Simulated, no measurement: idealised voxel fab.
You're looking at the process module voxel spacer lines.
Section shown: cut. Width: 165 nm. Cell size: 5 nm, square.
Cross-section, as written here: a square-cell grid given band by band from the top down, where a band holds one or more rows of cells.
The entry gives the band's vertical extent as a top height and a bottom height in nm, then its horizontal make-up as materials from left to right, each with a width in nm. "empty" stands for empty space; a single material marked "throughout" fills the band edge to edge.
Below 0: as-received wafer, all one material; heights counted from there. Lowest band: no bottom, goes on down, written "from 0 down".
Per-row width for "30..40": begins at first number (top row of band), ends at second number (bottom row), increment between rows held constant.
Step marked "left unchanged"? Then no cell in the cross-section changed in it.
Empty spaces without an open route to the top, at least 8 cells in extent, make up the entry "Enclosed internal cavities"; each is given as width x height at distance, where the distance is measured from the left edge, and all are in nm.
Step line, after settings: the simulator's comment on this step.
The optional step-line setting "overlay nm" applies to steps with a mask and quantifies how far to the right of its planned location the mask lay, a negative value indicating leftward placement.
THESE ARE THE STEPS WE PLANNED FOR THE PROCESS
step 1: RECEIVE, material Si
step 2: CONFORMAL_DEP, material Al2O3, thk nm 5
step 3: DIRECTIONAL_DEP, material polySi, thk nm 15
step 4: DIRECTIONAL_DEP, material aC, thk nm 25
step 5: PATTERN, tone cover, mask id MANDREL, material resist, width nm 20, pitch nm 60, thk nm 30, overlay nm 0
step 6: DIRECTIONAL_ETCH, etch materials aC, depth nm 25
step 7: STRIP, etch materials resist
step 8: CONFORMAL_DEP, material SiO2, thk nm 10
step 9: DIRECTIONAL_ETCH, etch materials SiO2, depth nm 10
step 10: STRIP, etch materials aC
step 11: DIRECTIONAL_ETCH, etch materials polySi, depth nm 15
step 12: STRIP, etch materials SiO2
AS RECEIVED (POST STEP 1): CROSS-SECTION
> from 0 down  Si throughout
> Enclosed internal cavities: none
POST-MODULE CROSS-SECTION OF THE FIRST OF TWO WAFERS (RUN PER PLAN)
> from 20 to 5  empty (30) / polySi (10) / empty (20) / polySi (10) / empty (20) / polySi (10) / empty (20) / polySi (10) / empty (35)
> from 5 to 0  Al2O3 throughout
> from 0 down  Si throughout
> Enclosed internal cavities: none
THIS IS THE SECOND OF THE TWO WAFERS, CROSS-SECTIONED AT THE END OF THE MODULE; IT STARTED EXACTLY LIKE THE FIRST AND WAS GIVEN THE SAME PLAN, BUT IT WAS RUN WITH ONE MISTAKE
> from 15 to 0  empty (30) / polySi (10) / empty (20) / polySi (10) / empty (20) / polySi (10) / empty (20) / polySi (10) / empty (35)
> from 0 down  Si throughout
> Enclosed internal cavities: none
Here's what went sideways: the run left out plan step 2 entirely, so it was never executed
Final comparison by cell count, materials where the second wafer has more or fewer than the first: -33 Al2O3
